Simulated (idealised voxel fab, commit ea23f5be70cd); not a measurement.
Documented hereafter: the process module known as voxel transistor to metal.
We display cut, a cross-section 300 nm in width whose square cells are each 5 nm.
In what follows, cross-sections appear as grids of square cells, described through bands that run from the top down, where every band is one or more rows of cells.
Per band: top height and bottom height in nm, followed by the left-to-right materials and their widths in nm; "edge to edge" marks a single material spanning edge to edge, "blank" marks empty space.
Heights from 0 (as-received wafer is one material below). Bottom band endless downward, as "top 0, no bottom".
Per-row width for "30 to 40": begins at first number (top row of band), ends at second number (bottom row), increment between rows held constant.
Basically "all unchanged" means that step didn't change any cell in the cross-section.
Empty spaces counting at least 8 cells and having no open way to the top are listed in "Trapped void list". The notation width x height at distance is used for each, the distance being from the left edge and all three values in nm.
Note: text after step settings on the step line = simulator remark on that step.
overlay nm: where the mask lay relative to plan, measured to the right, on steps with a mask; negatives go left.
Note on reading: below, each pair holds a cross-section from before one process step and one from after it; the one from after shows only down to the lowest band that changed. Beneath the pair, the step in between is stated along with its settings. The pairs can stem from different runs of this module on the same starting wafer. Where a pair's entry headed "State before" says so, and only there, that pair continues from the pair above it.
## State before
> top 0, no bottom: Si edge to edge
> Trapped void list: none
## Cut View, Post-Step
> top 0, bottom -5: SiO2 edge to edge
> Beneath the level -5, the cross-section is identical to its previous state.
> Trapped void list: none
It is this step that lies between the two cross-sections above: OXIDIZE,depth nm 5
State before: identical to the post-step cross-section of the immediately preceding pair.
## Cut View, Post-Step
> top 10, bottom 0: SiN edge to edge
> Beneath the level 0, the cross-section is identical to its previous state.
> Trapped void list: none
It is this step that lies between the two cross-sections above: CONFORMAL_DEP,material SiN,thk nm 10
State before: identical to the post-step cross-section of the immediately preceding pair.
## Cut View, Post-Step
> top 25, bottom 10: aC edge to edge
> Beneath the level 10, the cross-section is identical to its previous state.
> Trapped void list: none
It is this step that lies between the two cross-sections above: DIRECTIONAL_DEP,material aC,thk nm 15
State before: identical to the post-step cross-section of the immediately preceding pair.
## Cut View, Post-Step
> top 60, bottom 25: 30 nm blank  105 nm resist  30 nm blank  105 nm resist  30 nm blank
> Beneath the level 25, the cross-section is identical to its previous state.
> Trapped void list: none
It is this step that lies between the two cross-sections above: PATTERN,tone cover,mask id ACTIVE,material resist,width nm 105,pitch nm 135,thk nm 35,overlay nm 0
State before: identical to the post-step cross-section of the immediately preceding pair.
## Cut View, Post-Step
> top 45, bottom 25: 30 nm blank  105 nm resist  30 nm blank  105 nm resist  30 nm blank
> top 25, bottom 10: 30 nm blank  105 nm aC  30 nm blank  105 nm aC  30 nm blank
> Beneath the level 10, the cross-section is identical to its previous state.
> Trapped void list: none
It is this step that lies between the two cross-sections above: DIRECTIONAL_ETCH,etch materials aC,depth nm 15
State before: identical to the post-step cross-section of the immediately preceding pair.
## Cut View, Post-Step
> top 25, bottom 10: 30 nm blank  105 nm aC  30 nm blank  105 nm aC  30 nm blank
> Beneath the level 10, the cross-section is identical to its previous state.
> Trapped void list: none
It is this step that lies between the two cross-sections above: STRIP,etch materials resist
State before: identical to the post-step cross-section of the immediately preceding pair.
## Cut View, Post-Step
> top 25, bottom 10: 30 nm blank  105 nm aC  30 nm blank  105 nm aC  30 nm blank
> top 10, bottom 0: 30 nm blank  105 nm SiN  30 nm blank  105 nm SiN  30 nm blank
> Beneath the level 0, the cross-section is identical to its previous state.
> Trapped void list: none
It is this step that lies between the two cross-sections above: DIRECTIONAL_ETCH,etch materials SiN,depth nm 10
State before: identical to the post-step cross-section of the immediately preceding pair.
## Cut View, Post-Step
> top 25, bottom 10: 30 nm blank  105 nm aC  30 nm blank  105 nm aC  30 nm blank
> top 10, bottom 0: 30 nm blank  105 nm SiN  30 nm blank  105 nm SiN  30 nm blank
> top 0, bottom -5: 30 nm blank  105 nm SiO2  30 nm blank  105 nm SiO2  30 nm blank
> Beneath the level -5, the cross-section is identical to its previous state.
> Trapped void list: none
It is this step that lies between the two cross-sections above: DIRECTIONAL_ETCH,etch materials SiO2,depth nm 5
State before: identical to the post-step cross-section of the immediately preceding pair.
## Cut View, Post-Step
> top 25, bottom 10: 30 nm blank  105 nm aC  30 nm blank  105 nm aC  30 nm blank
> top 10, bottom 0: 30 nm blank  105 nm SiN  30 nm blank  105 nm SiN  30 nm blank
> top 0, bottom -5: 30 nm blank  105 nm SiO2  30 nm blank  105 nm SiO2  30 nm blank
> top -5, bottom -35: 30 nm blank  105 nm Si  30 nm blank  105 nm Si  30 nm blank
> Beneath the level -35, the cross-section is identical to its previous state.
> Trapped void list: none
It is this step that lies between the two cross-sections above: DIRECTIONAL_ETCH,etch materials Si,depth nm 30
State before: identical to the post-step cross-section of the immediately preceding pair.
## Cut View, Post-Step
> top 10, bottom 0: 30 nm blank  105 nm SiN  30 nm blank  105 nm SiN  30 nm blank
> Beneath the level 0, the cross-section is identical to its previous state.
> Trapped void list: none
It is this step that lies between the two cross-sections above: STRIP,etch materials aC
State before: identical to the post-step cross-section of the immediately preceding pair.
## Cut View, Post-Step
> top 25, bottom 10: SiO2 edge to edge
> top 10, bottom 0: 30 nm SiO2  105 nm SiN  30 nm SiO2  105 nm SiN  30 nm SiO2
> top 0, bottom -5: SiO2 edge to edge
> top -5, bottom -35: 30 nm SiO2  105 nm Si  30 nm SiO2  105 nm Si  30 nm SiO2
> Beneath the level -35, the cross-section is identical to its previous state.
> Trapped void list: none
It is this step that lies between the two cross-sections above: FILL_DEP,material SiO2,thk nm 15
State before: identical to the post-step cross-section of the immediately preceding pair.
## Cut View, Post-Step
> top 10, bottom 0: 30 nm SiO2  105 nm SiN  30 nm SiO2  105 nm SiN  30 nm SiO2
> Beneath the level 0, the cross-section is identical to its previous state.
> Trapped void list: none
It is this step that lies between the two cross-sections above: CMP,height nm 10
State before: identical to the post-step cross-section of the immediately preceding pair.
## Cut View, Post-Step
> top 10, bottom 0: 30 nm blank  105 nm SiN  30 nm blank  105 nm SiN  30 nm blank
> Beneath the level 0, the cross-section is identical to its previous state.
> Trapped void list: none
It is this step that lies between the two cross-sections above: SELECTIVE_ETCH,etch materials SiO2,depth nm 10
State before: identical to the post-step cross-section of the immediately preceding pair.
## Cut View, Post-Step
> top 0, bottom -5: SiO2 edge to edge
> Beneath the level -5, the cross-section is identical to its previous state.
> Trapped void list: none
It is this step that lies between the two cross-sections above: STRIP,etch materials SiN
State before: identical to the post-step cross-section of the immediately preceding pair.
## Cut View, Post-Step
> top -5, bottom -35: 30 nm SiO2  105 nm Si  30 nm SiO2  105 nm Si  30 nm SiO2
> Beneath the level -35, the cross-section is identical to its previous state.
> Trapped void list: none
It is this step that lies between the two cross-sections above: SELECTIVE_ETCH,etch materials SiO2,depth nm 5
State before: identical to the post-step cross-section of the immediately preceding pair.
## Cut View, Post-Step
> top -5, bottom -10: SiO2 edge to edge
> Beneath the level -10, the cross-section is identical to its previous state.
> Trapped void list: none
It is this step that lies between the two cross-sections above: OXIDIZE,depth nm 5
State before: identical to the post-step cross-section of the immediately preceding pair.
## Cut View, Post-Step
> top 20, bottom -5: polySi edge to edge
> Beneath the level -5, the cross-section is identical to its previous state.
> Trapped void list: none
It is this step that lies between the two cross-sections above: DIRECTIONAL_DEP,material polySi,thk nm 25
State before: identical to the post-step cross-section of the immediately preceding pair.
## Cut View, Post-Step
> top 35, bottom 20: SiCN edge to edge
> Beneath the level 20, the cross-section is identical to its previous state.
> Trapped void list: none
It is this step that lies between the two cross-sections above: DIRECTIONAL_DEP,material SiCN,thk nm 15
State before: identical to the post-step cross-section of the immediately preceding pair.
## Cut View, Post-Step
> top 35, bottom 20: 70 nm blank  25 nm SiCN  110 nm blank  25 nm SiCN  70 nm blank
> Beneath the level 20, the cross-section is identical to its previous state.
> Trapped void list: none
It is this step that lies between the two cross-sections above: MASKED_ETCH,tone cover,mask id GATE,width nm 25,pitch nm 135,etch materials SiCN,depth nm 25,overlay nm 0
State before: identical to the post-step cross-section of the immediately preceding pair.
## Cut View, Post-Step
> top 35, bottom 20: 70 nm blank  25 nm SiCN  110 nm blank  25 nm SiCN  70 nm blank
> top 20, bottom -5: 70 nm blank  25 nm polySi  110 nm blank  25 nm polySi  70 nm blank
> Beneath the level -5, the cross-section is identical to its previous state.
> Trapped void list: none
It is this step that lies between the two cross-sections above: MASKED_ETCH,tone cover,mask id GATE,width nm 25,pitch nm 135,etch materials polySi,depth nm 35,overlay nm 0
State before: identical to the post-step cross-section of the immediately preceding pair.
## Cut View, Post-Step
> top 40, bottom 35: 65 nm blank  35 nm SiN  100 nm blank  35 nm SiN  65 nm blank
> top 35, bottom 20: 65 nm blank  5 nm SiN  25 nm SiCN  5 nm SiN  100 nm blank  5 nm SiN  25 nm SiCN  5 nm SiN  65 nm blank
> top 20, bottom 0: 65 nm blank  5 nm SiN  25 nm polySi  5 nm SiN  100 nm blank  5 nm SiN  25 nm polySi  5 nm SiN  65 nm blank
> top 0, bottom -5: 70 nm SiN  25 nm polySi  110 nm SiN  25 nm polySi  70 nm SiN
> Beneath the level -5, the cross-section is identical to its previous state.
> Trapped void list: none
It is this step that lies between the two cross-sections above: CONFORMAL_DEP,material SiN,thk nm 5
State before: identical to the post-step cross-section of the immediately preceding pair.
## Cut View, Post-Step
> top 35, bottom 20: 65 nm blank  5 nm SiN  25 nm SiCN  5 nm SiN  100 nm blank  5 nm SiN  25 nm SiCN  5 nm SiN  65 nm blank
> top 20, bottom -5: 65 nm blank  5 nm SiN  25 nm polySi  5 nm SiN  100 nm blank  5 nm SiN  25 nm polySi  5 nm SiN  65 nm blank
> Beneath the level -5, the cross-section is identical to its previous state.
> Trapped void list: none
It is this step that lies between the two cross-sections above: DIRECTIONAL_ETCH,etch materials SiN,depth nm 5
State before: identical to the post-step cross-section of the immediately preceding pair.
## Cut View, Post-Step
> top 35, bottom 20: 65 nm blank  5 nm SiN  25 nm SiCN  5 nm SiN  100 nm blank  5 nm SiN  25 nm SiCN  5 nm SiN  65 nm blank
> top 20, bottom -5: 65 nm blank  5 nm SiN  25 nm polySi  5 nm SiN  100 nm blank  5 nm SiN  25 nm polySi  5 nm SiN  65 nm blank
> top -5, bottom -10: 65 nm blank  35 nm SiO2  100 nm blank  35 nm SiO2  65 nm blank
> Beneath the level -10, the cross-section is identical to its previous state.
> Trapped void list: none
It is this step that lies between the two cross-sections above: DIRECTIONAL_ETCH,etch materials SiO2,depth nm 5
State before: identical to the post-step cross-section of the immediately preceding pair.
## Cut View, Post-Step
> top 35, bottom 20: 65 nm blank  5 nm SiN  25 nm SiCN  5 nm SiN  100 nm blank  5 nm SiN  25 nm SiCN  5 nm SiN  65 nm blank
> top 20, bottom -5: 65 nm blank  5 nm SiN  25 nm polySi  5 nm SiN  100 nm blank  5 nm SiN  25 nm polySi  5 nm SiN  65 nm blank
> top -5, bottom -10: 65 nm blank  35 nm SiO2  100 nm blank  35 nm SiO2  65 nm blank
> top -10, bottom -25: 30 nm SiO2  35 nm blank  35 nm Si  35 nm blank  30 nm SiO2  35 nm blank  35 nm Si  35 nm blank  30 nm SiO2
> Beneath the level -25, the cross-section is identical to its previous state.
> Trapped void list: none
It is this step that lies between the two cross-sections above: DIRECTIONAL_ETCH,etch materials Si,depth nm 15
State before: identical to the post-step cross-section of the immediately preceding pair.
## Cut View, Post-Step
> top 35, bottom 20: 65 nm blank  5 nm SiN  25 nm SiCN  5 nm SiN  100 nm blank  5 nm SiN  25 nm SiCN  5 nm SiN  65 nm blank
> top 20, bottom 5: 65 nm blank  5 nm SiN  25 nm polySi  5 nm SiN  100 nm blank  5 nm SiN  25 nm polySi  5 nm SiN  65 nm blank
> top 5, bottom -5: 50 nm blank  15 nm SiGe  5 nm SiN  25 nm polySi  5 nm SiN  15 nm SiGe  70 nm blank  15 nm SiGe  5 nm SiN  25 nm polySi  5 nm SiN  15 nm SiGe  50 nm blank
> top -5, bottom -10: 50 nm blank  15 nm SiGe  35 nm SiO2  15 nm SiGe  70 nm blank  15 nm SiGe  35 nm SiO2  15 nm SiGe  50 nm blank
> top -10, bottom -25: 30 nm SiO2  35 nm SiGe  35 nm Si  35 nm SiGe  30 nm SiO2  35 nm SiGe  35 nm Si  35 nm SiGe  30 nm SiO2
> Beneath the level -25, the cross-section is identical to its previous state.
> Trapped void list: none
It is this step that lies between the two cross-sections above: EPI,material SiGe,thk nm 15
State before: identical to the post-step cross-section of the immediately preceding pair.
## Cut View, Post-Step
> top 45, bottom 35: SiO2 edge to edge
> top 35, bottom 20: 65 nm SiO2  5 nm SiN  25 nm SiCN  5 nm SiN  100 nm SiO2  5 nm SiN  25 nm SiCN  5 nm SiN  65 nm SiO2
> top 20, bottom 5: 65 nm SiO2  5 nm SiN  25 nm polySi  5 nm SiN  100 nm SiO2  5 nm SiN  25 nm polySi  5 nm SiN  65 nm SiO2
> top 5, bottom -5: 50 nm SiO2  15 nm SiGe  5 nm SiN  25 nm polySi  5 nm SiN  15 nm SiGe  70 nm SiO2  15 nm SiGe  5 nm SiN  25 nm polySi  5 nm SiN  15 nm SiGe  50 nm SiO2
> top -5, bottom -10: 50 nm SiO2  15 nm SiGe  35 nm SiO2  15 nm SiGe  70 nm SiO2  15 nm SiGe  35 nm SiO2  15 nm SiGe  50 nm SiO2
> Beneath the level -10, the cross-section is identical to its previous state.
> Trapped void list: none
It is this step that lies between the two cross-sections above: FILL_DEP,material SiO2,thk nm 10
State before: identical to the post-step cross-section of the immediately preceding pair.
## Cut View, Post-Step
> top 20, bottom 5: 65 nm SiO2  5 nm SiN  25 nm polySi  5 nm SiN  100 nm SiO2  5 nm SiN  25 nm polySi  5 nm SiN  65 nm SiO2
> Beneath the level 5, the cross-section is identical to its previous state.
> Trapped void list: none
It is this step that lies between the two cross-sections above: CMP,height nm 20
State before: identical to the post-step cross-section of the immediately preceding pair.
## Cut View, Post-Step
> top 20, bottom 5: 65 nm SiO2  5 nm SiN  25 nm blank  5 nm SiN  100 nm SiO2  5 nm SiN  25 nm blank  5 nm SiN  65 nm SiO2
> top 5, bottom -5: 50 nm SiO2  15 nm SiGe  5 nm SiN  25 nm blank  5 nm SiN  15 nm SiGe  70 nm SiO2  15 nm SiGe  5 nm SiN  25 nm blank  5 nm SiN  15 nm SiGe  50 nm SiO2
> Beneath the level -5, the cross-section is identical to its previous state.
> Trapped void list: none
It is this step that lies between the two cross-sections above: STRIP,etch materials polySi
State before: identical to the post-step cross-section of the immediately preceding pair.
## Cut View, Post-Step
> top 20, bottom 15: 65 nm blank  5 nm SiN  25 nm blank  5 nm SiN  100 nm blank  5 nm SiN  25 nm blank  5 nm SiN  65 nm blank
> top 15, bottom 5: 65 nm SiO2  5 nm SiN  25 nm blank  5 nm SiN  100 nm SiO2  5 nm SiN  25 nm blank  5 nm SiN  65 nm SiO2
> top 5, bottom -5: 50 nm SiO2  15 nm SiGe  5 nm SiN  25 nm blank  5 nm SiN  15 nm SiGe  70 nm SiO2  15 nm SiGe  5 nm SiN  25 nm blank  5 nm SiN  15 nm SiGe  50 nm SiO2
> top -5, bottom -10: 50 nm SiO2  15 nm SiGe  35 nm blank  15 nm SiGe  70 nm SiO2  15 nm SiGe  35 nm blank  15 nm SiGe  50 nm SiO2
> Beneath the level -10, the cross-section is identical to its previous state.
> Trapped void list: none
It is this step that lies between the two cross-sections above: SELECTIVE_ETCH,etch materials SiO2,depth nm 5
State before: identical to the post-step cross-section of the immediately preceding pair.
## Cut View, Post-Step
> top 25, bottom 20: 60 nm blank  15 nm HfO2  15 nm blank  15 nm HfO2  90 nm blank  15 nm HfO2  15 nm blank  15 nm HfO2  60 nm blank
> top 20, bottom 15: 65 nm HfO2  5 nm SiN  5 nm HfO2  15 nm blank  5 nm HfO2  5 nm SiN  100 nm HfO2  5 nm SiN  5 nm HfO2  15 nm blank  5 nm HfO2  5 nm SiN  65 nm HfO2
> top 15, bottom 5: 65 nm SiO2  5 nm SiN  5 nm HfO2  15 nm blank  5 nm HfO2  5 nm SiN  100 nm SiO2  5 nm SiN  5 nm HfO2  15 nm blank  5 nm HfO2  5 nm SiN  65 nm SiO2
> top 5, bottom -5: 50 nm SiO2  15 nm SiGe  5 nm SiN  5 nm HfO2  15 nm blank  5 nm HfO2  5 nm SiN  15 nm SiGe  70 nm SiO2  15 nm SiGe  5 nm SiN  5 nm HfO2  15 nm blank  5 nm HfO2  5 nm SiN  15 nm SiGe  50 nm SiO2
> top -5, bottom -10: 50 nm SiO2  15 nm SiGe  35 nm HfO2  15 nm SiGe  70 nm SiO2  15 nm SiGe  35 nm HfO2  15 nm SiGe  50 nm SiO2
> Beneath the level -10, the cross-section is identical to its previous state.
> Trapped void list: none
It is this step that lies between the two cross-sections above: CONFORMAL_DEP,material HfO2,thk nm 5
State before: identical to the post-step cross-section of the immediately preceding pair.
## Cut View, Post-Step
> top 30, bottom 25: 55 nm blank  25 nm TiN  5 nm blank  25 nm TiN  80 nm blank  25 nm TiN  5 nm blank  25 nm TiN  55 nm blank
> top 25, bottom 20: 60 nm TiN  15 nm HfO2  5 nm TiN  5 nm blank  5 nm TiN  15 nm HfO2  90 nm TiN  15 nm HfO2  5 nm TiN  5 nm blank  5 nm TiN  15 nm HfO2  60 nm TiN
> top 20, bottom 15: 65 nm HfO2  5 nm SiN  5 nm HfO2  5 nm TiN  5 nm blank  5 nm TiN  5 nm HfO2  5 nm SiN  100 nm HfO2  5 nm SiN  5 nm HfO2  5 nm TiN  5 nm blank  5 nm TiN  5 nm HfO2  5 nm SiN  65 nm HfO2
> top 15, bottom 5: 65 nm SiO2  5 nm SiN  5 nm HfO2  5 nm TiN  5 nm blank  5 nm TiN  5 nm HfO2  5 nm SiN  100 nm SiO2  5 nm SiN  5 nm HfO2  5 nm TiN  5 nm blank  5 nm TiN  5 nm HfO2  5 nm SiN  65 nm SiO2
> top 5, bottom 0: 50 nm SiO2  15 nm SiGe  5 nm SiN  5 nm HfO2  5 nm TiN  5 nm blank  5 nm TiN  5 nm HfO2  5 nm SiN  15 nm SiGe  70 nm SiO2  15 nm SiGe  5 nm SiN  5 nm HfO2  5 nm TiN  5 nm blank  5 nm TiN  5 nm HfO2  5 nm SiN  15 nm SiGe  50 nm SiO2
> top 0, bottom -5: 50 nm SiO2  15 nm SiGe  5 nm SiN  5 nm HfO2  15 nm TiN  5 nm HfO2  5 nm SiN  15 nm SiGe  70 nm SiO2  15 nm SiGe  5 nm SiN  5 nm HfO2  15 nm TiN  5 nm HfO2  5 nm SiN  15 nm SiGe  50 nm SiO2
> Beneath the level -5, the cross-section is identical to its previous state.
> Trapped void list: none
It is this step that lies between the two cross-sections above: CONFORMAL_DEP,material TiN,thk nm 5
State before: identical to the post-step cross-section of the immediately preceding pair.
## Cut View, Post-Step
> top 35, bottom 30: W edge to edge
> top 30, bottom 25: 55 nm W  25 nm TiN  5 nm W  25 nm TiN  80 nm W  25 nm TiN  5 nm W  25 nm TiN  55 nm W
> top 25, bottom 20: 60 nm TiN  15 nm HfO2  5 nm TiN  5 nm W  5 nm TiN  15 nm HfO2  90 nm TiN  15 nm HfO2  5 nm TiN  5 nm W  5 nm TiN  15 nm HfO2  60 nm TiN
> top 20, bottom 15: 65 nm HfO2  5 nm SiN  5 nm HfO2  5 nm TiN  5 nm W  5 nm TiN  5 nm HfO2  5 nm SiN  100 nm HfO2  5 nm SiN  5 nm HfO2  5 nm TiN  5 nm W  5 nm TiN  5 nm HfO2  5 nm SiN  65 nm HfO2
> top 15, bottom 5: 65 nm SiO2  5 nm SiN  5 nm HfO2  5 nm TiN  5 nm W  5 nm TiN  5 nm HfO2  5 nm SiN  100 nm SiO2  5 nm SiN  5 nm HfO2  5 nm TiN  5 nm W  5 nm TiN  5 nm HfO2  5 nm SiN  65 nm SiO2
> top 5, bottom 0: 50 nm SiO2  15 nm SiGe  5 nm SiN  5 nm HfO2  5 nm TiN  5 nm W  5 nm TiN  5 nm HfO2  5 nm SiN  15 nm SiGe  70 nm SiO2  15 nm SiGe  5 nm SiN  5 nm HfO2  5 nm TiN  5 nm W  5 nm TiN  5 nm HfO2  5 nm SiN  15 nm SiGe  50 nm SiO2
> Beneath the level 0, the cross-section is identical to its previous state.
> Trapped void list: none
It is this step that lies between the two cross-sections above: FILL_DEP,material W,thk nm 5
State before: identical to the post-step cross-section of the immediately preceding pair.
## Cut View, Post-Step
> top 15, bottom 5: 65 nm SiO2  5 nm SiN  5 nm HfO2  5 nm TiN  5 nm W  5 nm TiN  5 nm HfO2  5 nm SiN  100 nm SiO2  5 nm SiN  5 nm HfO2  5 nm TiN  5 nm W  5 nm TiN  5 nm HfO2  5 nm SiN  65 nm SiO2
> Beneath the level 5, the cross-section is identical to its previous state.
> Trapped void list: none
It is this step that lies between the two cross-sections above: CMP,height nm 15
State before: identical to the post-step cross-section of the immediately preceding pair.
## Cut View, Post-Step
> top 25, bottom 15: SiO2 edge to edge
> Beneath the level 15, the cross-section is identical to its previous state.
> Trapped void list: none
It is this step that lies between the two cross-sections above: DIRECTIONAL_DEP,material SiO2,thk nm 10
State before: identical to the post-step cross-section of the immediately preceding pair.
## Cut View, Post-Step
> top 35, bottom 25: aC edge to edge
> Beneath the level 25, the cross-section is identical to its previous state.
> Trapped void list: none
It is this step that lies between the two cross-sections above: DIRECTIONAL_DEP,material aC,thk nm 10
State before: identical to the post-step cross-section of the immediately preceding pair.
## Cut View, Post-Step
> top 60, bottom 35: 35 nm resist  15 nm blank  65 nm resist  15 nm blank  40 nm resist  15 nm blank  65 nm resist  15 nm blank  35 nm resist
> Beneath the level 35, the cross-section is identical to its previous state.
> Trapped void list: none
It is this step that lies between the two cross-sections above: PATTERN,tone open,mask id CONTACT,material resist,width nm 15,thk nm 25,overlay nm 0
State before: identical to the post-step cross-section of the immediately preceding pair.
## Cut View, Post-Step
> top 50, bottom 35: 35 nm resist  15 nm blank  65 nm resist  15 nm blank  40 nm resist  15 nm blank  65 nm resist  15 nm blank  35 nm resist
> top 35, bottom 25: 35 nm aC  15 nm blank  65 nm aC  15 nm blank  40 nm aC  15 nm blank  65 nm aC  15 nm blank  35 nm aC
> Beneath the level 25, the cross-section is identical to its previous state.
> Trapped void list: none
It is this step that lies between the two cross-sections above: DIRECTIONAL_ETCH,etch materials aC,depth nm 10
State before: identical to the post-step cross-section of the immediately preceding pair.
## Cut View, Post-Step
> top 35, bottom 25: 35 nm aC  15 nm blank  65 nm aC  15 nm blank  40 nm aC  15 nm blank  65 nm aC  15 nm blank  35 nm aC
> Beneath the level 25, the cross-section is identical to its previous state.
> Trapped void list: none
It is this step that lies between the two cross-sections above: STRIP,etch materials resist
State before: identical to the post-step cross-section of the immediately preceding pair.
## Cut View, Post-Step
> top 35, bottom 25: 35 nm aC  15 nm blank  65 nm aC  15 nm blank  40 nm aC  15 nm blank  65 nm aC  15 nm blank  35 nm aC
> top 25, bottom 15: 35 nm SiO2  15 nm blank  65 nm SiO2  15 nm blank  40 nm SiO2  15 nm blank  65 nm SiO2  15 nm blank  35 nm SiO2
> top 15, bottom 5: 35 nm SiO2  15 nm blank  15 nm SiO2  5 nm SiN  5 nm HfO2  5 nm TiN  5 nm W  5 nm TiN  5 nm HfO2  5 nm SiN  15 nm SiO2  15 nm blank  40 nm SiO2  15 nm blank  15 nm SiO2  5 nm SiN  5 nm HfO2  5 nm TiN  5 nm W  5 nm TiN  5 nm HfO2  5 nm SiN  15 nm SiO2  15 nm blank  35 nm SiO2
> top 5, bottom 0: 35 nm SiO2  15 nm blank  15 nm SiGe  5 nm SiN  5 nm HfO2  5 nm TiN  5 nm W  5 nm TiN  5 nm HfO2  5 nm SiN  15 nm SiGe  15 nm blank  40 nm SiO2  15 nm blank  15 nm SiGe  5 nm SiN  5 nm HfO2  5 nm TiN  5 nm W  5 nm TiN  5 nm HfO2  5 nm SiN  15 nm SiGe  15 nm blank  35 nm SiO2
> top 0, bottom -5: 35 nm SiO2  15 nm blank  15 nm SiGe  5 nm SiN  5 nm HfO2  15 nm TiN  5 nm HfO2  5 nm SiN  15 nm SiGe  15 nm blank  40 nm SiO2  15 nm blank  15 nm SiGe  5 nm SiN  5 nm HfO2  15 nm TiN  5 nm HfO2  5 nm SiN  15 nm SiGe  15 nm blank  35 nm SiO2
> top -5, bottom -10: 35 nm SiO2  15 nm blank  15 nm SiGe  35 nm HfO2  15 nm SiGe  15 nm blank  40 nm SiO2  15 nm blank  15 nm SiGe  35 nm HfO2  15 nm SiGe  15 nm blank  35 nm SiO2
> Beneath the level -10, the cross-section is identical to its previous state.
> Trapped void list: none
It is this step that lies between the two cross-sections above: DIRECTIONAL_ETCH,etch materials SiO2,depth nm 35
State before: identical to the post-step cross-section of the immediately preceding pair.
## Cut View, Post-Step
> top 25, bottom 15: 35 nm SiO2  15 nm blank  65 nm SiO2  15 nm blank  40 nm SiO2  15 nm blank  65 nm SiO2  15 nm blank  35 nm SiO2
> Beneath the level 15, the cross-section is identical to its previous state.
> Trapped void list: none
It is this step that lies between the two cross-sections above: STRIP,etch materials aC
State before: identical to the post-step cross-section of the immediately preceding pair.
## Cut View, Post-Step
> top 30, bottom 25: 40 nm TiN  5 nm blank  75 nm TiN  5 nm blank  50 nm TiN  5 nm blank  75 nm TiN  5 nm blank  40 nm TiN
> top 25, bottom 15: 35 nm SiO2  5 nm TiN  5 nm blank  5 nm TiN  65 nm SiO2  5 nm TiN  5 nm blank  5 nm TiN  40 nm SiO2  5 nm TiN  5 nm blank  5 nm TiN  65 nm SiO2  5 nm TiN  5 nm blank  5 nm TiN  35 nm SiO2
> top 15, bottom 5: 35 nm SiO2  5 nm TiN  5 nm blank  5 nm TiN  15 nm SiO2  5 nm SiN  5 nm HfO2  5 nm TiN  5 nm W  5 nm TiN  5 nm HfO2  5 nm SiN  15 nm SiO2  5 nm TiN  5 nm blank  5 nm TiN  40 nm SiO2  5 nm TiN  5 nm blank  5 nm TiN  15 nm SiO2  5 nm SiN  5 nm HfO2  5 nm TiN  5 nm W  5 nm TiN  5 nm HfO2  5 nm SiN  15 nm SiO2  5 nm TiN  5 nm blank  5 nm TiN  35 nm SiO2
> top 5, bottom 0: 35 nm SiO2  5 nm TiN  5 nm blank  5 nm TiN  15 nm SiGe  5 nm SiN  5 nm HfO2  5 nm TiN  5 nm W  5 nm TiN  5 nm HfO2  5 nm SiN  15 nm SiGe  5 nm TiN  5 nm blank  5 nm TiN  40 nm SiO2  5 nm TiN  5 nm blank  5 nm TiN  15 nm SiGe  5 nm SiN  5 nm HfO2  5 nm TiN  5 nm W  5 nm TiN  5 nm HfO2  5 nm SiN  15 nm SiGe  5 nm TiN  5 nm blank  5 nm TiN  35 nm SiO2
> top 0, bottom -5: 35 nm SiO2  5 nm TiN  5 nm blank  5 nm TiN  15 nm SiGe  5 nm SiN  5 nm HfO2  15 nm TiN  5 nm HfO2  5 nm SiN  15 nm SiGe  5 nm TiN  5 nm blank  5 nm TiN  40 nm SiO2  5 nm TiN  5 nm blank  5 nm TiN  15 nm SiGe  5 nm SiN  5 nm HfO2  15 nm TiN  5 nm HfO2  5 nm SiN  15 nm SiGe  5 nm TiN  5 nm blank  5 nm TiN  35 nm SiO2
> top -5, bottom -10: 35 nm SiO2  15 nm TiN  15 nm SiGe  35 nm HfO2  15 nm SiGe  15 nm TiN  40 nm SiO2  15 nm TiN  15 nm SiGe  35 nm HfO2  15 nm SiGe  15 nm TiN  35 nm SiO2
> Beneath the level -10, the cross-section is identical to its previous state.
> Trapped void list: none
It is this step that lies between the two cross-sections above: CONFORMAL_DEP,material TiN,thk nm 5
State before: identical to the post-step cross-section of the immediately preceding pair.
## Cut View, Post-Step
> top 40, bottom 30: W edge to edge
> top 30, bottom 25: 40 nm TiN  5 nm W  75 nm TiN  5 nm W  50 nm TiN  5 nm W  75 nm TiN  5 nm W  40 nm TiN
> top 25, bottom 15: 35 nm SiO2  5 nm TiN  5 nm W  5 nm TiN  65 nm SiO2  5 nm TiN  5 nm W  5 nm TiN  40 nm SiO2  5 nm TiN  5 nm W  5 nm TiN  65 nm SiO2  5 nm TiN  5 nm W  5 nm TiN  35 nm SiO2
> top 15, bottom 5: 35 nm SiO2  5 nm TiN  5 nm W  5 nm TiN  15 nm SiO2  5 nm SiN  5 nm HfO2  5 nm TiN  5 nm W  5 nm TiN  5 nm HfO2  5 nm SiN  15 nm SiO2  5 nm TiN  5 nm W  5 nm TiN  40 nm SiO2  5 nm TiN  5 nm W  5 nm TiN  15 nm SiO2  5 nm SiN  5 nm HfO2  5 nm TiN  5 nm W  5 nm TiN  5 nm HfO2  5 nm SiN  15 nm SiO2  5 nm TiN  5 nm W  5 nm TiN  35 nm SiO2
> top 5, bottom 0: 35 nm SiO2  5 nm TiN  5 nm W  5 nm TiN  15 nm SiGe  5 nm SiN  5 nm HfO2  5 nm TiN  5 nm W  5 nm TiN  5 nm HfO2  5 nm SiN  15 nm SiGe  5 nm TiN  5 nm W  5 nm TiN  40 nm SiO2  5 nm TiN  5 nm W  5 nm TiN  15 nm SiGe  5 nm SiN  5 nm HfO2  5 nm TiN  5 nm W  5 nm TiN  5 nm HfO2  5 nm SiN  15 nm SiGe  5 nm TiN  5 nm W  5 nm TiN  35 nm SiO2
> top 0, bottom -5: 35 nm SiO2  5 nm TiN  5 nm W  5 nm TiN  15 nm SiGe  5 nm SiN  5 nm HfO2  15 nm TiN  5 nm HfO2  5 nm SiN  15 nm SiGe  5 nm TiN  5 nm W  5 nm TiN  40 nm SiO2  5 nm TiN  5 nm W  5 nm TiN  15 nm SiGe  5 nm SiN  5 nm HfO2  15 nm TiN  5 nm HfO2  5 nm SiN  15 nm SiGe  5 nm TiN  5 nm W  5 nm TiN  35 nm SiO2
> Beneath the level -5, the cross-section is identical to its previous state.
> Trapped void list: none
It is this step that lies between the two cross-sections above: FILL_DEP,material W,thk nm 10
State before: identical to the post-step cross-section of the immediately preceding pair.
## Cut View, Post-Step
> top 25, bottom 15: 35 nm SiO2  5 nm TiN  5 nm W  5 nm TiN  65 nm SiO2  5 nm TiN  5 nm W  5 nm TiN  40 nm SiO2  5 nm TiN  5 nm W  5 nm TiN  65 nm SiO2  5 nm TiN  5 nm W  5 nm TiN  35 nm SiO2
> Beneath the level 15, the cross-section is identical to its previous state.
> Trapped void list: none
It is this step that lies between the two cross-sections above: CMP,height nm 25
